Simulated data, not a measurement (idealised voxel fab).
Process module, titled voxel lift off
Cross-section cut: width 165 nm, square cells of 5 nm.
Think of the cross-section as a grid of square cells. We describe it in bands, top to bottom, and each band covers one or more rows of those cells.
In this notation a band is specified by the heights of its top and bottom, in that order and in nm, after which its materials appear from left to right, each paired with its width in nm. The word "edge to edge" attached to a single material means that material fills the band from edge to edge; the word "air" stands for empty space.
Zero point of the height axis is 0; under it, received wafer = one material. Lowest band: continues down indefinitely, "0..down".
Width "30 to 40": first value at the band's top row of cells, second value at its bottom row, equal change from row to row.
Any step labelled "no change occurred" changed none of the cells in the cross-section.
In "Sealed void listing" the enclosed voids are listed, meaning empty spaces of 8 cells or larger without any opening to the top. The form is width x height at distance, distance from the left edge, units nm.
That trailing text on a step's line, after the settings, is the simulator's own remark on the step.
"overlay nm" on a masked step: distance the mask lay right of its planned place, negative for left.
**Process steps - plan**
1 RECEIVE: material Si
2 CONFORMAL_DEP: material SiO2, thk nm 15
3 PATTERN: tone open, mask id LINES, material resist, width nm 30, pitch nm 45, thk nm 25, overlay nm 0
4 DIRECTIONAL_DEP: material Ru, thk nm 10
5 STRIP: etch materials resist
6 CONFORMAL_DEP: material SiO2, thk nm 5
Quick note for whoever runs this: the wafers start identical, but the thk nm at step 6 isn't the same across them. The plan just shows what the first wafer had.
**The first of several wafers in cross-section, exactly as it reached us after step 1**
  0..down  Si edge to edge
  Sealed void listing: none
**first wafer at the end, after step 6**
  30..25  air 15 nm, SiO2 40 nm, air 5 nm, SiO2 40 nm, air 5 nm, SiO2 40 nm, air 20 nm
  25..20  air 15 nm, SiO2 5 nm, Ru 30 nm, SiO2 5 nm, air 5 nm, SiO2 5 nm, Ru 30 nm, SiO2 5 nm, air 5 nm, SiO2 5 nm, Ru 30 nm, SiO2 5 nm, air 20 nm
  20..15  SiO2 20 nm, Ru 30 nm, SiO2 15 nm, Ru 30 nm, SiO2 15 nm, Ru 30 nm, SiO2 25 nm
  15..0  SiO2 edge to edge
  0..down  Si edge to edge
  Sealed void listing: none
**Last-wafer cross-section at the end of the module**
  50..25  SiO2 edge to edge
  25..15  SiO2 20 nm, Ru 30 nm, SiO2 15 nm, Ru 30 nm, SiO2 15 nm, Ru 30 nm, SiO2 25 nm
  15..0  SiO2 edge to edge
  0..down  Si edge to edge
  Sealed void listing: none
**Each row below is a wafer at the end of the module, listing for every material the number of cells it has gained (+) or lost (-) since it was received, followed by its closed voids**
thk nm 5; +36 Ru; +144 SiO2; Sealed void listing: none
thk nm 10; +36 Ru; +185 SiO2; Sealed void listing: none
thk nm 15; +36 Ru; +222 SiO2; Sealed void listing: none
thk nm 20; +36 Ru; +259 SiO2; Sealed void listing: none
thk nm 25; +36 Ru; +294 SiO2; Sealed void listing: none
